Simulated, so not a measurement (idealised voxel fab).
process module | voxel capacitor over wiring
cross-section cut | 150 nm wide | cells 5 nm
A cross-section is a grid of square cells, given in bands from the top down. A band is one or more rows of cells.
Each band's line starts with the height of the band's top and of its bottom, in nm. Then come its materials from left to right, each with its width in nm. One material with "throughout" fills the band from edge to edge. "air" is empty space.
Height 0 is the level under which the wafer as received is all one material. The lowest band goes on downwards, as in "0 down".
A width such as "30 to 40" changes by the same amount from each row of cells to the next, from the band's top row to its bottom row.
"no change" after a step means that no cell of the cross-section changed.
closed voids: empty space of 8 cells or more with no open way to the top, each as width x height at its distance from the left edge, in nm
after a step's settings: what the simulator itself notes on the step
overlay nm, on a step with a mask: how far to the right of its planned place the mask lay; to the left if negative
plan
1 op RECEIVE | material Si
2 op CONFORMAL_DEP | material SiO2 | thk nm 10
3 op DIRECTIONAL_DEP | material TiN | thk nm 5
4 op DIRECTIONAL_DEP | material W | thk nm 15
5 op MASKED_ETCH | tone cover | mask id METAL_1 | width nm 30 | pitch nm 90 | etch materials W | depth nm 15 | overlay nm 0
6 op MASKED_ETCH | tone cover | mask id METAL_1 | width nm 30 | pitch nm 90 | etch materials TiN | depth nm 5 | overlay nm 0
7 op CONFORMAL_DEP | material SiCN | thk nm 5
8 op FILL_DEP | material lowk | thk nm 5
9 op CMP | height nm 30
10 op CONFORMAL_DEP | material SiCN | thk nm 5
11 op DIRECTIONAL_DEP | material lowk | thk nm 15
12 op MASKED_ETCH | tone open | mask id PLUG_1 | width nm 15 | etch materials lowk | depth nm 15 | overlay nm 0
13 op MASKED_ETCH | tone open | mask id PLUG_1 | width nm 15 | etch materials SiCN | depth nm 5 | overlay nm 0
14 op EPI | material Ru | thk nm 10
15 op EPI | material Ru | thk nm 10
16 op DIRECTIONAL_DEP | material TiN | thk nm 10
17 op DIRECTIONAL_DEP | material SiN | thk nm 5
18 op DIRECTIONAL_DEP | material TiN | thk nm 10
19 op DIRECTIONAL_DEP | material aC | thk nm 15
20 op PATTERN | tone cover | mask id UPPER_PLATE | material resist | width nm 65 | thk nm 35 | overlay nm 0
21 op DIRECTIONAL_ETCH | etch materials aC | depth nm 15
22 op STRIP | etch materials resist
23 op DIRECTIONAL_ETCH | etch materials TiN | depth nm 10
24 op DIRECTIONAL_ETCH | etch materials SiN | depth nm 5
25 op STRIP | etch materials aC
26 op DIRECTIONAL_DEP | material aC | thk nm 15
27 op PATTERN | tone cover | mask id LOWER_PLATE | material resist | width nm 75 | thk nm 35 | overlay nm -10
28 op DIRECTIONAL_ETCH | etch materials aC | depth nm 15
29 op STRIP | etch materials resist
30 op DIRECTIONAL_ETCH | etch materials TiN | depth nm 10
31 op STRIP | etch materials aC
32 op FILL_DEP | material SiO2 | thk nm 15
33 op CMP | height nm 85
34 op PATTERN | tone open | mask id PLUG_2 | material resist | width nm 15 | thk nm 20 | overlay nm 0
35 op DIRECTIONAL_ETCH | etch materials SiO2 | depth nm 10
36 op STRIP | etch materials resist
37 op CONFORMAL_DEP | material TiN | thk nm 5
38 op FILL_DEP | material Cu | thk nm 10
39 op CMP | height nm 85
40 op CONFORMAL_DEP | material SiCN | thk nm 5
varied across the wafers: overlay nm of step 27. The plan shows the first wafer's value. All wafers start alike
first wafer as received, after step 1
  0 down: Si throughout
  closed voids: none
first wafer at the end, after step 40
  90 to 85: SiCN throughout
  85 to 80: SiO2 40 | TiN 5 | Cu 5 | TiN 5 | SiO2 95
  80 to 75: SiO2 40 | TiN 15 | SiO2 95
  75 to 65: SiO2 30 | TiN 60 | SiO2 60
  65 to 60: SiO2 30 | SiN 65 | SiO2 55
  60 to 50: SiO2 15 | TiN 80 | SiO2 55
  50 to 35: lowk 30 | Ru 15 | lowk 105
  35 to 30: SiCN 30 | Ru 15 | SiCN 105
  30 to 15: lowk 10 | SiCN 5 | W 30 | SiCN 5 | lowk 50 | SiCN 5 | W 30 | SiCN 5 | lowk 10
  15 to 10: SiCN 15 | TiN 30 | SiCN 60 | TiN 30 | SiCN 15
  10 to 0: SiO2 throughout
  0 down: Si throughout
  closed voids: none
last wafer at the end
  90 to 85: SiCN throughout
  85 to 80: SiO2 40 | TiN 5 | Cu 5 | TiN 5 | SiO2 95
  80 to 75: SiO2 40 | TiN 15 | SiO2 95
  75 to 65: SiO2 40 | TiN 55 | SiO2 55
  65 to 60: SiO2 30 | SiN 65 | SiO2 55
  60 to 50: SiO2 30 | TiN 85 | SiO2 35
  50 to 35: lowk 30 | Ru 15 | lowk 105
  35 to 30: SiCN 30 | Ru 15 | SiCN 105
  30 to 15: lowk 10 | SiCN 5 | W 30 | SiCN 5 | lowk 50 | SiCN 5 | W 30 | SiCN 5 | lowk 10
  15 to 10: SiCN 15 | TiN 30 | SiCN 60 | TiN 30 | SiCN 15
  10 to 0: SiO2 throughout
  0 down: Si throughout
  closed voids: none
each wafer at the end: cells of each material gained (+) or lost (-) since it was received, then its closed voids
overlay nm -10 | +1 Cu | +12 Ru | +87 SiCN | +13 SiN | +195 SiO2 | +73 TiN | +36 W | +123 lowk | closed voids: none
overlay nm -5 | +1 Cu | +12 Ru | +87 SiCN | +13 SiN | +195 SiO2 | +73 TiN | +36 W | +123 lowk | closed voids: none
overlay nm 0 | +1 Cu | +12 Ru | +87 SiCN | +13 SiN | +195 SiO2 | +73 TiN | +36 W | +123 lowk | closed voids: none
overlay nm 5 | +1 Cu | +12 Ru | +87 SiCN | +13 SiN | +195 SiO2 | +73 TiN | +36 W | +123 lowk | closed voids: none
overlay nm 10 | +1 Cu | +12 Ru | +87 SiCN | +13 SiN | +195 SiO2 | +73 TiN | +36 W | +123 lowk | closed voids: none
overlay nm 15 | +1 Cu | +12 Ru | +87 SiCN | +13 SiN | +195 SiO2 | +73 TiN | +36 W | +123 lowk | closed voids: none
